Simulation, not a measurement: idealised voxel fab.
Process module under the name voxel capacitor over wiring
Square cell edge 5 nm, section width 295 nm, ID cut.
We lay out every cross-section as a grid of square cells and spell it out in bands from the top down, where one band means one or more rows of cells. Quick guide to a band line: top height, bottom height (nm) up front; then every material left to right with its width in nm. Only one material and it's marked "throughout"? Then it fills the band edge to edge. And "blank" just means empty space. Height is counted from the level 0, under which the received wafer is composed throughout of one material. The lowest of the bands is not closed at the bottom but continues downward, in the notation "0 -> down". Per-row width for "30 to 40": begins at first number (top row of band), ends at second number (bottom row), increment between rows held constant. Where the words "everything unchanged" appear for a step, the cross-section shows no cell changed by that step; every cell remained as before. What "Enclosed cavity list" gives you is every empty space of 8 cells or more that is cut off from the top. Each appears as width x height at distance, with the distance taken from the left edge and width, height and distance all in nm. Read whatever lies past the settings on a step's line as the simulator's own remark about the step. overlay nm, on a step with a mask: how far to the right of its planned place the mask lay; to the left if negative.
The following list gives the planned process steps
1,RECEIVE, material Si
2,CONFORMAL_DEP, material SiO2, thk nm 15
3,DIRECTIONAL_DEP, material TiN, thk nm 5
4,DIRECTIONAL_DEP, material W, thk nm 15
5,PATTERN, tone cover, mask id METAL_1, material resist, width nm 25, pitch nm 95, thk nm 15, overlay nm 0
6,DIRECTIONAL_ETCH, etch materials W, depth nm 15
7,DIRECTIONAL_ETCH, etch materials TiN, depth nm 5
8,STRIP, etch materials resist
9,CONFORMAL_DEP, material SiCN, thk nm 5
10,FILL_DEP, material SiO2, thk nm 5
11,CMP, height nm 35
12,CONFORMAL_DEP, material SiCN, thk nm 5
13,DIRECTIONAL_DEP, material lowk, thk nm 15
14,MASKED_ETCH, tone open, mask id PLUG_1, width nm 15, etch materials lowk, depth nm 15, overlay nm 0
15,MASKED_ETCH, tone open, mask id PLUG_1, width nm 15, etch materials SiCN, depth nm 5, overlay nm 0
16,CONFORMAL_DEP, material TiN, thk nm 5
17,FILL_DEP, material Ru, thk nm 5
18,CMP, height nm 55
19,DIRECTIONAL_DEP, material TiN, thk nm 5
20,DIRECTIONAL_DEP, material Al2O3, thk nm 5
21,DIRECTIONAL_DEP, material TiN, thk nm 5
22,DIRECTIONAL_DEP, material aC, thk nm 15
23,PATTERN, tone cover, mask id UPPER_PLATE, material resist, width nm 75, thk nm 35, overlay nm 0
24,DIRECTIONAL_ETCH, etch materials aC, depth nm 15
25,STRIP, etch materials resist
26,DIRECTIONAL_ETCH, etch materials TiN, depth nm 5
27,DIRECTIONAL_ETCH, etch materials Al2O3, depth nm 5
28,STRIP, etch materials aC
29,DIRECTIONAL_DEP, material aC, thk nm 10
30,PATTERN, tone cover, mask id LOWER_PLATE, material resist, width nm 85, thk nm 25, overlay nm 0
31,DIRECTIONAL_ETCH, etch materials aC, depth nm 10
32,STRIP, etch materials resist
33,DIRECTIONAL_ETCH, etch materials TiN, depth nm 5
34,STRIP, etch materials aC
35,FILL_DEP, material SiO2, thk nm 20
36,CMP, height nm 85
37,PATTERN, tone open, mask id PLUG_2, material resist, width nm 15, thk nm 20, overlay nm 0
38,DIRECTIONAL_ETCH, etch materials SiO2, depth nm 15
39,STRIP, etch materials resist
40,CONFORMAL_DEP, material TiN, thk nm 5
41,FILL_DEP, material W, thk nm 5
42,CMP, height nm 85
43,CONFORMAL_DEP, material SiN, thk nm 5
First of two wafers, with the run carried out as planned
As-received state of the wafer in cross-section, equivalent to post-step 1
    0 -> down | Si throughout
    Enclosed cavity list: none
Step 2 done - wafer cross-section
    15 -> 0 | SiO2 throughout
    For the remainder of the cross-section, below 0, there is no change.
Step 3 done - wafer cross-section
    20 -> 15 | TiN throughout
    For the remainder of the cross-section, below 15, there is no change.
Step 4 done - wafer cross-section
    35 -> 20 | W throughout
    For the remainder of the cross-section, below 20, there is no change.
Step 5 done - wafer cross-section
    50 -> 35 | blank (85); resist (25); blank (70); resist (25); blank (90)
    For the remainder of the cross-section, below 35, there is no change.
Step 6 done - wafer cross-section
    50 -> 35 | blank (85); resist (25); blank (70); resist (25); blank (90)
    35 -> 20 | blank (85); W (25); blank (70); W (25); blank (90)
    For the remainder of the cross-section, below 20, there is no change.
Step 7 done - wafer cross-section
    50 -> 35 | blank (85); resist (25); blank (70); resist (25); blank (90)
    35 -> 20 | blank (85); W (25); blank (70); W (25); blank (90)
    20 -> 15 | blank (85); TiN (25); blank (70); TiN (25); blank (90)
    For the remainder of the cross-section, below 15, there is no change.
Step 8 done - wafer cross-section
    35 -> 20 | blank (85); W (25); blank (70); W (25); blank (90)
    For the remainder of the cross-section, below 20, there is no change.
Step 9 done - wafer cross-section
    40 -> 35 | blank (80); SiCN (35); blank (60); SiCN (35); blank (85)
    35 -> 20 | blank (80); SiCN (5); W (25); SiCN (5); blank (60); SiCN (5); W (25); SiCN (5); blank (85)
    20 -> 15 | SiCN (85); TiN (25); SiCN (70); TiN (25); SiCN (90)
    For the remainder of the cross-section, below 15, there is no change.
Step 10 done - wafer cross-section
    45 -> 40 | SiO2 throughout
    40 -> 35 | SiO2 (80); SiCN (35); SiO2 (60); SiCN (35); SiO2 (85)
    35 -> 20 | SiO2 (80); SiCN (5); W (25); SiCN (5); SiO2 (60); SiCN (5); W (25); SiCN (5); SiO2 (85)
    For the remainder of the cross-section, below 20, there is no change.
Step 11 done - wafer cross-section
    35 -> 20 | SiO2 (80); SiCN (5); W (25); SiCN (5); SiO2 (60); SiCN (5); W (25); SiCN (5); SiO2 (85)
    For the remainder of the cross-section, below 20, there is no change.
Step 12 done - wafer cross-section
    40 -> 35 | SiCN throughout
    For the remainder of the cross-section, below 35, there is no change.
Step 13 done - wafer cross-section
    55 -> 40 | lowk throughout
    For the remainder of the cross-section, below 40, there is no change.
Step 14 done - wafer cross-section
    55 -> 40 | lowk (95); blank (15); lowk (185)
    For the remainder of the cross-section, below 40, there is no change.
Step 15 done - wafer cross-section
    55 -> 40 | lowk (95); blank (15); lowk (185)
    40 -> 35 | SiCN (95); blank (15); SiCN (185)
    For the remainder of the cross-section, below 35, there is no change.
Step 16 done - wafer cross-section
    60 -> 55 | TiN (100); blank (5); TiN (190)
    55 -> 40 | lowk (95); TiN (5); blank (5); TiN (5); lowk (185)
    40 -> 35 | SiCN (95); TiN (15); SiCN (185)
    For the remainder of the cross-section, below 35, there is no change.
Step 17 done - wafer cross-section
    65 -> 60 | Ru throughout
    60 -> 55 | TiN (100); Ru (5); TiN (190)
    55 -> 40 | lowk (95); TiN (5); Ru (5); TiN (5); lowk (185)
    For the remainder of the cross-section, below 40, there is no change.
Step 18 done - wafer cross-section
    55 -> 40 | lowk (95); TiN (5); Ru (5); TiN (5); lowk (185)
    For the remainder of the cross-section, below 40, there is no change.
Step 19 done - wafer cross-section
    60 -> 55 | TiN throughout
    For the remainder of the cross-section, below 55, there is no change.
Step 20 done - wafer cross-section
    65 -> 60 | Al2O3 throughout
    For the remainder of the cross-section, below 60, there is no change.
Step 21 done - wafer cross-section
    70 -> 65 | TiN throughout
    For the remainder of the cross-section, below 65, there is no change.
Step 22 done - wafer cross-section
    85 -> 70 | aC throughout
    For the remainder of the cross-section, below 70, there is no change.
Step 23 done - wafer cross-section
    120 -> 85 | blank (95); resist (75); blank (125)
    For the remainder of the cross-section, below 85, there is no change.
Step 24 done - wafer cross-section
    105 -> 85 | blank (95); resist (75); blank (125)
    85 -> 70 | blank (95); aC (75); blank (125)
    For the remainder of the cross-section, below 70, there is no change.
Step 25 done - wafer cross-section
    85 -> 70 | blank (95); aC (75); blank (125)
    For the remainder of the cross-section, below 70, there is no change.
Step 26 done - wafer cross-section
    85 -> 70 | blank (95); aC (75); blank (125)
    70 -> 65 | blank (95); TiN (75); blank (125)
    For the remainder of the cross-section, below 65, there is no change.
Step 27 done - wafer cross-section
    85 -> 70 | blank (95); aC (75); blank (125)
    70 -> 65 | blank (95); TiN (75); blank (125)
    65 -> 60 | blank (95); Al2O3 (75); blank (125)
    For the remainder of the cross-section, below 60, there is no change.
Step 28 done - wafer cross-section
    70 -> 65 | blank (95); TiN (75); blank (125)
    For the remainder of the cross-section, below 65, there is no change.
Step 29 done - wafer cross-section
    80 -> 70 | blank (95); aC (75); blank (125)
    70 -> 65 | aC (95); TiN (75); aC (125)
    65 -> 60 | aC (95); Al2O3 (75); aC (125)
    For the remainder of the cross-section, below 60, there is no change.
Step 30 done - wafer cross-section
    105 -> 80 | blank (90); resist (85); blank (120)
    80 -> 70 | blank (90); resist (5); aC (75); resist (5); blank (120)
    For the remainder of the cross-section, below 70, there is no change.
Step 31 done - wafer cross-section
    95 -> 80 | blank (90); resist (85); blank (120)
    80 -> 70 | blank (90); resist (5); aC (75); resist (5); blank (120)
    70 -> 65 | blank (90); aC (5); TiN (75); aC (5); blank (120)
    65 -> 60 | blank (90); aC (5); Al2O3 (75); aC (5); blank (120)
    For the remainder of the cross-section, below 60, there is no change.
Step 32 done - wafer cross-section
    80 -> 70 | blank (95); aC (75); blank (125)
    For the remainder of the cross-section, below 70, there is no change.
Step 33 done - wafer cross-section
    80 -> 70 | blank (95); aC (75); blank (125)
    70 -> 65 | blank (90); aC (5); TiN (75); aC (5); blank (120)
    65 -> 60 | blank (90); aC (5); Al2O3 (75); aC (5); blank (120)
    60 -> 55 | blank (90); TiN (85); blank (120)
    For the remainder of the cross-section, below 55, there is no change.
Step 34 done - wafer cross-section
    70 -> 65 | blank (95); TiN (75); blank (125)
    65 -> 60 | blank (95); Al2O3 (75); blank (125)
    For the remainder of the cross-section, below 60, there is no change.
Step 35 done - wafer cross-section
    90 -> 70 | SiO2 throughout
    70 -> 65 | SiO2 (95); TiN (75); SiO2 (125)
    65 -> 60 | SiO2 (95); Al2O3 (75); SiO2 (125)
    60 -> 55 | SiO2 (90); TiN (85); SiO2 (120)
    For the remainder of the cross-section, below 55, there is no change.
Step 36 done - wafer cross-section
    85 -> 70 | SiO2 throughout
    For the remainder of the cross-section, below 70, there is no change.
Step 37 done - wafer cross-section
    105 -> 85 | resist (105); blank (15); resist (175)
    For the remainder of the cross-section, below 85, there is no change.
Step 38 done - wafer cross-section
    105 -> 85 | resist (105); blank (15); resist (175)
    85 -> 70 | SiO2 (105); blank (15); SiO2 (175)
    For the remainder of the cross-section, below 70, there is no change.
Step 39 done - wafer cross-section
    85 -> 70 | SiO2 (105); blank (15); SiO2 (175)
    For the remainder of the cross-section, below 70, there is no change.
Step 40 done - wafer cross-section
    90 -> 85 | TiN (110); blank (5); TiN (180)
    85 -> 75 | SiO2 (105); TiN (5); blank (5); TiN (5); SiO2 (175)
    75 -> 65 | SiO2 (105 to 95); TiN (15 to 75); SiO2 (175 to 125)
    For the remainder of the cross-section, below 65, there is no change.
Step 41 done - wafer cross-section
    95 -> 90 | W throughout
    90 -> 85 | TiN (110); W (5); TiN (180)
    85 -> 75 | SiO2 (105); TiN (5); W (5); TiN (5); SiO2 (175)
    For the remainder of the cross-section, below 75, there is no change.
Step 42 done - wafer cross-section
    85 -> 75 | SiO2 (105); TiN (5); W (5); TiN (5); SiO2 (175)
    For the remainder of the cross-section, below 75, there is no change.
Step 43 done - wafer cross-section
    90 -> 85 | SiN throughout
    For the remainder of the cross-section, below 85, there is no change.
For the second wafer, take the first wafer's start and plan, then add one mistake made in running it; everything through step 20, that step included, is shared with the first
The second wafer in cross-section, at the planned close of step 21: everything unchanged
The second wafer in cross-section, at the planned close of step 22
    80 -> 65 | aC throughout
    For the remainder of the cross-section, below 65, there is no change.
The second wafer in cross-section, at the planned close of step 23
    115 -> 80 | blank (95); resist (75); blank (125)
    For the remainder of the cross-section, below 80, there is no change.
The second wafer in cross-section, at the planned close of step 24
    100 -> 80 | blank (95); resist (75); blank (125)
    80 -> 65 | blank (95); aC (75); blank (125)
    For the remainder of the cross-section, below 65, there is no change.
The second wafer in cross-section, at the planned close of step 25
    80 -> 65 | blank (95); aC (75); blank (125)
    For the remainder of the cross-section, below 65, there is no change.
The second wafer in cross-section, at the planned close of step 26: everything unchanged
The second wafer in cross-section, at the planned close of step 27
    80 -> 65 | blank (95); aC (75); blank (125)
    65 -> 60 | blank (95); Al2O3 (75); blank (125)
    For the remainder of the cross-section, below 60, there is no change.
The second wafer in cross-section, at the planned close of step 28
    65 -> 60 | blank (95); Al2O3 (75); blank (125)
    For the remainder of the cross-section, below 60, there is no change.
The second wafer in cross-section, at the planned close of step 29
    75 -> 70 | blank (95); aC (75); blank (125)
    70 -> 65 | aC throughout
    65 -> 60 | aC (95); Al2O3 (75); aC (125)
    For the remainder of the cross-section, below 60, there is no change.
The second wafer in cross-section, at the planned close of step 30
    100 -> 75 | blank (90); resist (85); blank (120)
    75 -> 70 | blank (90); resist (5); aC (75); resist (5); blank (120)
    For the remainder of the cross-section, below 70, there is no change.
The second wafer in cross-section, at the planned close of step 31
    90 -> 75 | blank (90); resist (85); blank (120)
    75 -> 70 | blank (90); resist (5); aC (75); resist (5); blank (120)
    70 -> 65 | blank (90); aC (85); blank (120)
    65 -> 60 | blank (90); aC (5); Al2O3 (75); aC (5); blank (120)
    For the remainder of the cross-section, below 60, there is no change.
The second wafer in cross-section, at the planned close of step 32
    75 -> 65 | blank (95 to 90); aC (75 to 85); blank (125 to 120)
    For the remainder of the cross-section, below 65, there is no change.
The second wafer in cross-section, at the planned close of step 33
    75 -> 65 | blank (95 to 90); aC (75 to 85); blank (125 to 120)
    65 -> 60 | blank (90); aC (5); Al2O3 (75); aC (5); blank (120)
    60 -> 55 | blank (90); TiN (85); blank (120)
    For the remainder of the cross-section, below 55, there is no change.
The second wafer in cross-section, at the planned close of step 34
    65 -> 60 | blank (95); Al2O3 (75); blank (125)
    For the remainder of the cross-section, below 60, there is no change.
The second wafer in cross-section, at the planned close of step 35
    85 -> 65 | SiO2 throughout
    65 -> 60 | SiO2 (95); Al2O3 (75); SiO2 (125)
    60 -> 55 | SiO2 (90); TiN (85); SiO2 (120)
    For the remainder of the cross-section, below 55, there is no change.
The second wafer in cross-section, at the planned close of step 36: everything unchanged
The second wafer in cross-section, at the planned close of step 37
    105 -> 85 | resist (105); blank (15); resist (175)
    For the remainder of the cross-section, below 85, there is no change.
The second wafer in cross-section, at the planned close of step 38
    105 -> 85 | resist (105); blank (15); resist (175)
    85 -> 70 | SiO2 (105); blank (15); SiO2 (175)
    For the remainder of the cross-section, below 70, there is no change.
The second wafer in cross-section, at the planned close of step 39
    85 -> 70 | SiO2 (105); blank (15); SiO2 (175)
    For the remainder of the cross-section, below 70, there is no change.
The second wafer in cross-section, at the planned close of step 40
    90 -> 85 | TiN (110); blank (5); TiN (180)
    85 -> 75 | SiO2 (105); TiN (5); blank (5); TiN (5); SiO2 (175)
    75 -> 70 | SiO2 (105); TiN (15); SiO2 (175)
    For the remainder of the cross-section, below 70, there is no change.
The second wafer in cross-section, at the planned close of step 41
    95 -> 90 | W throughout
    90 -> 85 | TiN (110); W (5); TiN (180)
    85 -> 75 | SiO2 (105); TiN (5); W (5); TiN (5); SiO2 (175)
    For the remainder of the cross-section, below 75, there is no change.
The second wafer in cross-section, at the planned close of step 42
    85 -> 75 | SiO2 (105); TiN (5); W (5); TiN (5); SiO2 (175)
    For the remainder of the cross-section, below 75, there is no change.
The second wafer in cross-section, at the planned close of step 43
    90 -> 85 | SiN throughout
    For the remainder of the cross-section, below 85, there is no change.
Error vs. plan: the plan's step 21 was left out and never carried out
Cell-count delta at end, second wafer over first, by material: SiO2 +15, TiN -15
